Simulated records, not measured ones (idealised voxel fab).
Documented hereafter: the process module known as voxel released beams.
We display cut, a cross-section 245 nm in width whose square cells are each 5 nm.
Just so we're on the same page, the cross-sections are grids of square cells, and they're listed out in bands top to bottom, each band one or more rows deep.
Heads up on the band format: heights come first, top then bottom, in nm. After that it's the materials left to right, each with its width in nm. A single material flagged "all across" fills the whole band edge to edge, and "blank" means there's empty space there.
Height datum 0, below which the as-received substrate wafer is one material. Lowest band open at the bottom, running downward: "0 down".
The notation "30->40" denotes a width that varies across the rows of cells in the band, beginning at the first number in the top row, finishing at the second number in the bottom row, and changing by an identical amount from each row to the next.
Where a step carries "no modification", the cross-section came out of it unchanged, cell for cell.
"Closed void entries" enumerates empty spaces isolated from the top, with no open way to it, that contain at least 8 cells, giving each as width x height at distance from the left edge, all three in nm.
On a step's line, text after the settings is the simulator commenting on that step.
You can add "overlay nm" to a step's line. For a step with a mask, it describes how far the mask lay to the right of its planned position, and a negative number describes a lay to the left.
# These are the steps we planned for the process
1 RECEIVE: material Si
2 CONFORMAL_DEP: material SiN, thk nm 5
3 DIRECTIONAL_DEP: material SiO2, thk nm 20
4 MASKED_ETCH: tone open, mask id ANCHOR, width nm 25, etch materials SiO2, depth nm 20, overlay nm 0
5 CONFORMAL_DEP: material TiN, thk nm 10
6 DIRECTIONAL_DEP: material aC, thk nm 15
7 PATTERN: tone cover, mask id BEAM, material resist, width nm 100, thk nm 30, overlay nm 0
8 DIRECTIONAL_ETCH: etch materials aC, depth nm 15
9 STRIP: etch materials resist
10 DIRECTIONAL_ETCH: etch materials TiN, depth nm 10
11 STRIP: etch materials aC
12 STRIP: etch materials SiO2
# Cross-section of the wafer at receipt, which is the condition after step 1
> 0 down  Si all across
> Closed void entries: none
# Here's the wafer cut in cross-section after the module, started and planned just like above, except one thing was done wrong in the run
> 35 to 25  blank: 75 | TiN: 10 | blank: 5 | TiN: 85 | blank: 70
> 25 to 15  blank: 75 | TiN: 10 | blank: 5 | TiN: 10 | blank: 145
> 15 to 5  blank: 75 | TiN: 25 | blank: 145
> 5 to 0  SiN all across
> 0 down  Si all across
> Closed void entries: none
Short version of what went wrong: for step 7, the planned setting was not used; the step was instead run as PATTERN: tone cover, mask id BEAM, material resist, width nm 100, thk nm 30, overlay nm 5
